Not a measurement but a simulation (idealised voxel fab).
The following process module bears the name voxel transistor to metal.
Xsec cut, 185 nm wide, square cell size 5 nm.
Think of the cross-section as a grid of square cells. We describe it in bands, top to bottom, and each band covers one or more rows of those cells.
Heights first: top, then bottom, in nm. Then materials, left to right, each with a width in nm. "everywhere" on a single material: fills the band edge to edge. "blank": empty space.
Beneath 0, the wafer as received is one material, and that level is where height counting begins. The lowest band goes on downward without a bottom; it is written like "top 0, no bottom".
Read "30..40" as a graded width: first number on top, second number at the bottom, same change between each pair of neighbouring rows.
"everything unchanged" after a step means that no cell of the cross-section changed.
"Enclosed void listing" means: voids of 8 cells or more that are shut off from the top with no open way through. Written width x height at distance, distance from the left edge, in nm.
If you see something after the settings on a step's line, that's the simulator's own remark about that step.
What "overlay nm" on a step's line means: if the step has a mask, that mask lay this far to the right of its planned place, or, when the value is negative, to the left.

# The steps planned for the process are as follows
1 RECEIVE: material Si
2 CONFORMAL_DEP: material SiO2, thk nm 5
3 CONFORMAL_DEP: material SiN, thk nm 10
4 DIRECTIONAL_DEP: material aC, thk nm 10
5 PATTERN: tone cover, mask id ACTIVE, material resist, width nm 95, thk nm 30, overlay nm 0
6 DIRECTIONAL_ETCH: etch materials aC, depth nm 10
7 STRIP: etch materials resist
8 DIRECTIONAL_ETCH: etch materials SiN, depth nm 10
9 DIRECTIONAL_ETCH: etch materials SiO2, depth nm 5
10 DIRECTIONAL_ETCH: etch materials Si, depth nm 25
11 STRIP: etch materials aC
12 FILL_DEP: material SiO2, thk nm 15
13 CMP: height nm 15
14 SELECTIVE_ETCH: etch materials SiO2, depth nm 5
15 STRIP: etch materials SiN
16 SELECTIVE_ETCH: etch materials SiO2, depth nm 5
17 OXIDIZE: depth nm 5
18 DIRECTIONAL_DEP: material polySi, thk nm 25
19 DIRECTIONAL_DEP: material SiCN, thk nm 15
20 MASKED_ETCH: tone cover, mask id GATE, width nm 25, etch materials SiCN, depth nm 25, overlay nm 0
21 MASKED_ETCH: tone cover, mask id GATE, width nm 25, etch materials polySi, depth nm 35, overlay nm 0
22 CONFORMAL_DEP: material SiN, thk nm 5
23 DIRECTIONAL_ETCH: etch materials SiN, depth nm 5
24 DIRECTIONAL_ETCH: etch materials SiO2, depth nm 5
25 EPI: material SiGe, thk nm 5
26 FILL_DEP: material SiO2, thk nm 10
27 CMP: height nm 25
28 STRIP: etch materials polySi
29 SELECTIVE_ETCH: etch materials SiO2, depth nm 5
30 CONFORMAL_DEP: material HfO2, thk nm 5
31 CONFORMAL_DEP: material TiN, thk nm 5
32 FILL_DEP: material W, thk nm 10
33 CMP: height nm 20
34 DIRECTIONAL_DEP: material SiO2, thk nm 15
35 MASKED_ETCH: tone open, mask id CONTACT, width nm 15, pitch nm 70, etch materials SiO2, depth nm 35, overlay nm 0
36 CONFORMAL_DEP: material TiN, thk nm 5
37 FILL_DEP: material Ru, thk nm 5
38 CMP: height nm 35
39 DIRECTIONAL_DEP: material TiN, thk nm 5
40 DIRECTIONAL_DEP: material Ru, thk nm 15
41 MASKED_ETCH: tone cover, mask id METAL_1, width nm 15, pitch nm 70, etch materials Ru, depth nm 15, overlay nm 0
42 MASKED_ETCH: tone cover, mask id METAL_1, width nm 15, pitch nm 70, etch materials TiN, depth nm 5, overlay nm 0
43 CONFORMAL_DEP: material SiCN, thk nm 5
44 FILL_DEP: material lowk, thk nm 5
45 CMP: height nm 55
46 CONFORMAL_DEP: material SiCN, thk nm 5
47 DIRECTIONAL_DEP: material lowk, thk nm 25
48 DIRECTIONAL_DEP: material aC, thk nm 10
49 PATTERN: tone open, mask id METAL_2, material resist, width nm 15, pitch nm 70, thk nm 30, overlay nm 0
50 DIRECTIONAL_ETCH: etch materials aC, depth nm 10
51 STRIP: etch materials resist
52 DIRECTIONAL_ETCH: etch materials lowk, depth nm 15
53 STRIP: etch materials aC
54 MASKED_ETCH: tone open, mask id METAL_2_HOLES, width nm 15, pitch nm 70, etch materials lowk, depth nm 10, overlay nm 0
55 MASKED_ETCH: tone open, mask id METAL_2_HOLES, width nm 15, pitch nm 70, etch materials SiCN, depth nm 5, overlay nm 0
56 CONFORMAL_DEP: material TiN, thk nm 5
57 FILL_DEP: material Cu, thk nm 5
58 CMP: height nm 85
59 CONFORMAL_DEP: material SiCN, thk nm 5

# Cross-section of the wafer at receipt, which is the condition after step 1
	top 0, no bottom: Si everywhere
	Enclosed void listing: none

# Look at the cross-section after the module: the wafer started out the way shown above and the plan was the one shown above, yet one mistake was made along the way
	top 90, bottom 85: SiCN everywhere
	top 85, bottom 60: lowk: 50, then TiN: 5, then Cu: 5, then TiN: 5, then lowk: 55, then TiN: 5, then Cu: 5, then TiN: 5, then lowk: 50
	top 60, bottom 55: SiCN: 50, then TiN: 15, then SiCN: 55, then TiN: 15, then SiCN: 50
	top 55, bottom 40: lowk: 45, then SiCN: 5, then Ru: 15, then SiCN: 5, then lowk: 45, then SiCN: 5, then Ru: 15, then SiCN: 5, then lowk: 45
	top 40, bottom 35: SiCN: 50, then TiN: 15, then SiCN: 55, then TiN: 15, then SiCN: 50
	top 35, bottom 20: SiO2: 50, then TiN: 5, then Ru: 5, then TiN: 5, then SiO2: 55, then TiN: 5, then Ru: 5, then TiN: 5, then SiO2: 50
	top 20, bottom 5: SiO2: 50, then TiN: 5, then Ru: 5, then TiN: 5, then SiO2: 10, then SiN: 5, then HfO2: 5, then TiN: 5, then W: 5, then TiN: 5, then HfO2: 5, then SiN: 5, then SiO2: 10, then TiN: 5, then Ru: 5, then TiN: 5, then SiO2: 50
	top 5, bottom 0: SiO2: 40, then SiN: 5, then SiO2: 5, then TiN: 15, then SiO2: 10, then SiN: 5, then HfO2: 5, then TiN: 15, then HfO2: 5, then SiN: 5, then SiO2: 10, then TiN: 15, then SiO2: 5, then SiN: 5, then SiO2: 40
	top 0, bottom -5: SiO2: 45, then SiGe: 30, then HfO2: 35, then SiGe: 30, then SiO2: 45
	top -5, bottom -50: SiO2: 45, then Si: 95, then SiO2: 45
	top -50, no bottom: Si everywhere
	Enclosed void listing: none
In executing the process, a mistake was made relative to the plan: step 10 of the plan was twice carried out
